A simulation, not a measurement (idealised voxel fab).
process module | voxel tone inversion
FYI the section here is cut, 245 nm wide, cells are 5 nm squares.
This document writes a cross-section as a grid whose cells are square, and gives it as bands, listed from the top down; one or more rows of cells form a band. Top, bottom (nm), then materials left to right with widths (nm); lone material tagged "edge to edge" fills the whole band edge to edge; "empty" = empty space. Where do heights start? At 0: under that level the wafer as delivered is made of one material only. And the lowest band has no floor; it just carries on downward, as in "0 and below". A width such as "30 to 40" changes by the same amount from each row of cells to the next, from the band's top row to its bottom row. What does "nothing got changed" mean for a step? It means no cell of the cross-section changed in that step. The list in "Internal closed voids" covers empty spaces of 8 cells or more that cannot reach the top through any open way, and it gives each as width x height at distance; the distance is from the left edge, and width, height and distance are in nm. The remark found on a step's line after its settings is issued by the simulator itself and pertains to that step. What "overlay nm" on a step's line means: if the step has a mask, that mask lay this far to the right of its planned place, or, when the value is negative, to the left.

## Set out below are the planned steps of the process
1,RECEIVE: material Si
2,CONFORMAL_DEP: material SiN, thk nm 10
3,DIRECTIONAL_DEP: material polySi, thk nm 15
4,PATTERN: tone cover, mask id POSTS, material resist, width nm 20, pitch nm 45, thk nm 20, overlay nm 0
5,DIRECTIONAL_ETCH: etch materials polySi, depth nm 15
6,STRIP: etch materials resist
7,FILL_DEP: material SiO2, thk nm 10
8,CMP: height nm 25
9,STRIP: etch materials polySi
10,CONFORMAL_DEP: material TiN, thk nm 5
11,FILL_DEP: material Cu, thk nm 5
12,CMP: height nm 25
13,CONFORMAL_DEP: material SiCN, thk nm 5

## Delivered wafer in cross-section: state after step 1
0 and below | Si edge to edge
Internal closed voids: none

## First wafer of two, sectioned at end of module; run went per plan
30 down to 25 | SiCN edge to edge
25 down to 15 | SiO2 65 nm | TiN 5 nm | Cu 10 nm | TiN 5 nm | SiO2 25 nm | TiN 5 nm | Cu 10 nm | TiN 5 nm | SiO2 25 nm | TiN 5 nm | Cu 10 nm | TiN 5 nm | SiO2 70 nm
15 down to 10 | SiO2 65 nm | TiN 20 nm | SiO2 25 nm | TiN 20 nm | SiO2 25 nm | TiN 20 nm | SiO2 70 nm
10 down to 0 | SiN edge to edge
0 and below | Si edge to edge
Internal closed voids: none

## Presented here is a cross-section of the second of the two wafers as it stood at the end of the module. It was started in the same manner and assigned the same plan as the first wafer; however, one mistake was made in its execution
30 down to 25 | SiCN edge to edge
25 down to 15 | SiO2 60 nm | TiN 5 nm | Cu 10 nm | TiN 5 nm | SiO2 25 nm | TiN 5 nm | Cu 10 nm | TiN 5 nm | SiO2 25 nm | TiN 5 nm | Cu 10 nm | TiN 5 nm | SiO2 75 nm
15 down to 10 | SiO2 60 nm | TiN 20 nm | SiO2 25 nm | TiN 20 nm | SiO2 25 nm | TiN 20 nm | SiO2 75 nm
10 down to 0 | SiN edge to edge
0 and below | Si edge to edge
Internal closed voids: none
Against the plan, the run slipped here: so step 4 ended up running with a different setting than we planned, it ran as PATTERN: tone cover, mask id POSTS, material resist, width nm 20, pitch nm 45, thk nm 20, overlay nm -5
Both wafers, final: cells per material equal; arrangement not.
